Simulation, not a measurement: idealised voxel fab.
The document below concerns the process module designated voxel capacitor over wiring.
The cross-section on display is named cut; it measures 265 nm wide, and its cells are 5 nm squares.
Cross-sections here: square-cell grids, written as top-down lists of bands, a band being one or more rows of cells. A band entry consists of two parts. The first gives the height of the band's top and the height of its bottom, in nm. The rest lists the band's materials from left to right, each with its width in nm. A single material labelled with the word "all across" fills the band from edge to edge, and the word "blank" marks empty space. Height is counted from the level 0, under which the received wafer is composed throughout of one material. The lowest of the bands is not closed at the bottom but continues downward, in the notation "z 0 and below". It should be noted that a width expressed as "30->40" varies in equal increments from row to row of cells within the band, taking the value of the first number at the top row and that of the second number at the bottom row. Step note "remains unaltered" = no cross-section cell changed. The entry "Closed void list" lists the empty spaces that cover at least 8 cells and have no open path to the top. Each is written as width x height at distance, where the distance is measured from the left edge and all three values are in nm. Anything after a step's settings on that line? It's the simulator's own note about the step. overlay nm: mask offset rightward from planned place, masked step; negative means leftward offset.

# The planned process steps are enumerated hereunder
- 1: RECEIVE [material Si]
- 2: CONFORMAL_DEP [material SiO2] [thk nm 15]
- 3: DIRECTIONAL_DEP [material TiN] [thk nm 5]
- 4: DIRECTIONAL_DEP [material W] [thk nm 15]
- 5: PATTERN [tone cover] [mask id METAL_1] [material resist] [width nm 25] [pitch nm 80] [thk nm 15] [overlay nm -15]
- 6: DIRECTIONAL_ETCH [etch materials W] [depth nm 15]
- 7: DIRECTIONAL_ETCH [etch materials TiN] [depth nm 5]
- 8: STRIP [etch materials resist]
- 9: CONFORMAL_DEP [material SiCN] [thk nm 5]
- 10: FILL_DEP [material lowk] [thk nm 5]
- 11: CMP [height nm 35]
- 12: CONFORMAL_DEP [material SiCN] [thk nm 5]
- 13: DIRECTIONAL_DEP [material lowk] [thk nm 20]
- 14: PATTERN [tone open] [mask id PLUG_1] [material resist] [width nm 15] [thk nm 15] [overlay nm 0]
- 15: DIRECTIONAL_ETCH [etch materials lowk] [depth nm 20]
- 16: DIRECTIONAL_ETCH [etch materials SiCN] [depth nm 5]
- 17: STRIP [etch materials resist]
- 18: CONFORMAL_DEP [material TiN] [thk nm 5]
- 19: FILL_DEP [material W] [thk nm 5]
- 20: CMP [height nm 60]
- 21: DIRECTIONAL_DEP [material TiN] [thk nm 5]
- 22: DIRECTIONAL_DEP [material HfO2] [thk nm 5]
- 23: DIRECTIONAL_DEP [material TiN] [thk nm 5]
- 24: PATTERN [tone cover] [mask id UPPER_PLATE] [material resist] [width nm 60] [thk nm 15] [overlay nm 0]
- 25: DIRECTIONAL_ETCH [etch materials TiN] [depth nm 5]
- 26: DIRECTIONAL_ETCH [etch materials HfO2] [depth nm 5]
- 27: STRIP [etch materials resist]
- 28: PATTERN [tone cover] [mask id LOWER_PLATE] [material resist] [width nm 70] [thk nm 15] [overlay nm 0]
- 29: DIRECTIONAL_ETCH [etch materials TiN] [depth nm 5]
- 30: STRIP [etch materials resist]
- 31: FILL_DEP [material SiO2] [thk nm 15]
- 32: CMP [height nm 85]
- 33: DIRECTIONAL_DEP [material aC] [thk nm 10]
- 34: PATTERN [tone open] [mask id PLUG_2] [material resist] [width nm 15] [thk nm 30] [overlay nm 0]
- 35: DIRECTIONAL_ETCH [etch materials aC] [depth nm 10]
- 36: STRIP [etch materials resist]
- 37: DIRECTIONAL_ETCH [etch materials SiO2] [depth nm 10]
- 38: STRIP [etch materials aC]
- 39: CONFORMAL_DEP [material TiN] [thk nm 5]
- 40: FILL_DEP [material Ru] [thk nm 10]
- 41: CMP [height nm 85]
- 42: CONFORMAL_DEP [material SiCN] [thk nm 5]
It is noted that the wafers described herein are identical at the outset and are distinguished by the overlay nm of step 5; the value stated in the plan corresponds to the first wafer.

# Cross-section of the first of several received wafers, showing its state after step 1
    z 0 and below | Si all across
    Closed void list: none

# Cross-section, first of several wafers, end of module, after last step 42
    z 90 to 85 | SiCN all across
    z 85 to 80 | 100 nm SiO2, 5 nm TiN, 5 nm Ru, 5 nm TiN, 150 nm SiO2
    z 80 to 70 | 100->90 nm SiO2, 15->60 nm TiN, 150->115 nm SiO2
    z 70 to 65 | 90 nm SiO2, 60 nm HfO2, 115 nm SiO2
    z 65 to 60 | 85 nm SiO2, 70 nm TiN, 110 nm SiO2
    z 60 to 40 | 90 nm lowk, 5 nm TiN, 5 nm W, 5 nm TiN, 160 nm lowk
    z 40 to 35 | 90 nm SiCN, 15 nm TiN, 160 nm SiCN
    z 35 to 20 | 60 nm lowk, 5 nm SiCN, 25 nm W, 5 nm SiCN, 45 nm lowk, 5 nm SiCN, 25 nm W, 5 nm SiCN, 90 nm lowk
    z 20 to 15 | 65 nm SiCN, 25 nm TiN, 55 nm SiCN, 25 nm TiN, 95 nm SiCN
    z 15 to 0 | SiO2 all across
    z 0 and below | Si all across
    Closed void list: none

# The module's end: a cross-section of the last wafer
    z 90 to 85 | SiCN all across
    z 85 to 80 | 100 nm SiO2, 5 nm TiN, 5 nm Ru, 5 nm TiN, 150 nm SiO2
    z 80 to 70 | 100->90 nm SiO2, 15->60 nm TiN, 150->115 nm SiO2
    z 70 to 65 | 90 nm SiO2, 60 nm HfO2, 115 nm SiO2
    z 65 to 60 | 85 nm SiO2, 70 nm TiN, 110 nm SiO2
    z 60 to 40 | 90 nm lowk, 5 nm TiN, 5 nm W, 5 nm TiN, 160 nm lowk
    z 40 to 35 | 90 nm SiCN, 15 nm TiN, 160 nm SiCN
    z 35 to 20 | 90 nm lowk, 5 nm SiCN, 25 nm W, 5 nm SiCN, 45 nm lowk, 5 nm SiCN, 25 nm W, 5 nm SiCN, 60 nm lowk
    z 20 to 15 | 95 nm SiCN, 25 nm TiN, 55 nm SiCN, 25 nm TiN, 65 nm SiCN
    z 15 to 0 | SiO2 all across
    z 0 and below | Si all across
    Closed void list: none

# wafer rows; end of module; cells per material since receipt: (+) gained, (-) lost; then closed voids
overlay nm -15 | +12 HfO2 | +1 Ru | +158 SiCN | +380 SiO2 | +52 TiN | +34 W | +317 lowk | Closed void list: none
overlay nm -10 | +12 HfO2 | +1 Ru | +158 SiCN | +380 SiO2 | +52 TiN | +34 W | +317 lowk | Closed void list: none
overlay nm -5 | +12 HfO2 | +1 Ru | +158 SiCN | +380 SiO2 | +52 TiN | +34 W | +317 lowk | Closed void list: none
overlay nm 0 | +12 HfO2 | +1 Ru | +158 SiCN | +380 SiO2 | +52 TiN | +34 W | +317 lowk | Closed void list: none
overlay nm 5 | +12 HfO2 | +1 Ru | +158 SiCN | +380 SiO2 | +52 TiN | +34 W | +317 lowk | Closed void list: none
overlay nm 10 | +12 HfO2 | +1 Ru | +158 SiCN | +380 SiO2 | +52 TiN | +34 W | +317 lowk | Closed void list: none
overlay nm 15 | +12 HfO2 | +1 Ru | +158 SiCN | +380 SiO2 | +52 TiN | +34 W | +317 lowk | Closed void list: none
